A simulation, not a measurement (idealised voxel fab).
process module | voxel gate over fins
cross-section cut | 265 nm wide | cells 5 nm
A cross-section is a grid of square cells, given in bands from the top down. A band is one or more rows of cells.
Each band's line starts with the height of the band's top and of its bottom, in nm. Then come its materials from left to right, each with its width in nm. One material with "throughout" fills the band from edge to edge. "air" is empty space.
Height 0 is the level under which the wafer as received is all one material. The lowest band goes on downwards, as in "0 down".
A width such as "30 to 40" changes by the same amount from each row of cells to the next, from the band's top row to its bottom row.
"no change" after a step means that no cell of the cross-section changed.
closed voids: empty space of 8 cells or more with no open way to the top, each as width x height at its distance from the left edge, in nm
after a step's settings: what the simulator itself notes on the step
overlay nm, on a step with a mask: how far to the right of its planned place the mask lay; to the left if negative
plan
1 op RECEIVE | material Si
2 op CONFORMAL_DEP | material SiN | thk nm 10
3 op DIRECTIONAL_DEP | material aC | thk nm 10
4 op PATTERN | tone cover | mask id FINS | material resist | width nm 15 | pitch nm 50 | thk nm 25 | overlay nm 0
5 op DIRECTIONAL_ETCH | etch materials aC | depth nm 10
6 op STRIP | etch materials resist
7 op DIRECTIONAL_ETCH | etch materials SiN | depth nm 10
8 op DIRECTIONAL_ETCH | etch materials Si | depth nm 30
9 op STRIP | etch materials aC
10 op FILL_DEP | material SiO2 | thk nm 15
11 op CMP | height nm 10
12 op PATTERN | tone open | mask id RAIL | material resist | width nm 15 | thk nm 20 | overlay nm 0
13 op DIRECTIONAL_ETCH | etch materials SiO2 | depth nm 35
14 op STRIP | etch materials resist
15 op CONFORMAL_DEP | material TiN | thk nm 5
16 op FILL_DEP | material Ru | thk nm 5
17 op CMP | height nm 10
18 op SELECTIVE_ETCH | etch materials W Ru TiN | depth nm 25
19 op FILL_DEP | material SiO2 | thk nm 5
20 op CMP | height nm 10
21 op SELECTIVE_ETCH | etch materials SiO2 | depth nm 20
22 op STRIP | etch materials SiN
23 op CONFORMAL_DEP | material HfO2 | thk nm 5
24 op CONFORMAL_DEP | material TiN | thk nm 5
25 op CONFORMAL_DEP | material TiAl | thk nm 5
26 op CONFORMAL_DEP | material TiN | thk nm 5
27 op FILL_DEP | material W | thk nm 10
28 op CMP | height nm 25
29 op CONFORMAL_DEP | material SiN | thk nm 5
as received, after step 1
  0 down: Si throughout
  closed voids: none
a wafer at the end: this start, this plan, one mistake
  30 to 25: SiN throughout
  25 to 20: W throughout
  20 to 15: W 55 | TiN 155 | W 55
  15 to 10: W 55 | TiN 5 | TiAl 45 | TiN 5 | TiAl 45 | TiN 5 | TiAl 45 | TiN 5 | W 55
  10 to 5: TiN 60 | TiAl 5 | TiN 35 | TiAl 5 | TiN 5 | TiAl 5 | TiN 35 | TiAl 5 | TiN 5 | TiAl 5 | TiN 35 | TiAl 5 | TiN 60
  5 to 0: TiAl 65 | TiN 5 | HfO2 25 | TiN 5 | TiAl 15 | TiN 5 | HfO2 25 | TiN 5 | TiAl 15 | TiN 5 | HfO2 25 | TiN 5 | TiAl 65
  0 to -5: TiN 70 | HfO2 5 | Si 15 | HfO2 5 | TiN 25 | HfO2 5 | Si 15 | HfO2 5 | TiN 25 | HfO2 5 | Si 15 | HfO2 5 | TiN 70
  -5 to -10: HfO2 75 | Si 15 | HfO2 35 | Si 15 | HfO2 35 | Si 15 | HfO2 75
  -10 to -15: SiO2 75 | Si 15 | SiO2 35 | Si 15 | SiO2 35 | Si 15 | SiO2 75
  -15 to -20: SiO2 75 | Si 15 | SiO2 10 | TiN 5 | Ru 5 | TiN 5 | SiO2 10 | Si 15 | SiO2 35 | Si 15 | SiO2 75
  -20 to -25: SiO2 75 | Si 15 | SiO2 10 | TiN 15 | SiO2 10 | Si 15 | SiO2 35 | Si 15 | SiO2 75
  -25 to -60: SiO2 75 | Si 15 | SiO2 35 | Si 15 | SiO2 35 | Si 15 | SiO2 75
  -60 down: Si throughout
  closed voids: none
what went wrong: step 8 was run twice
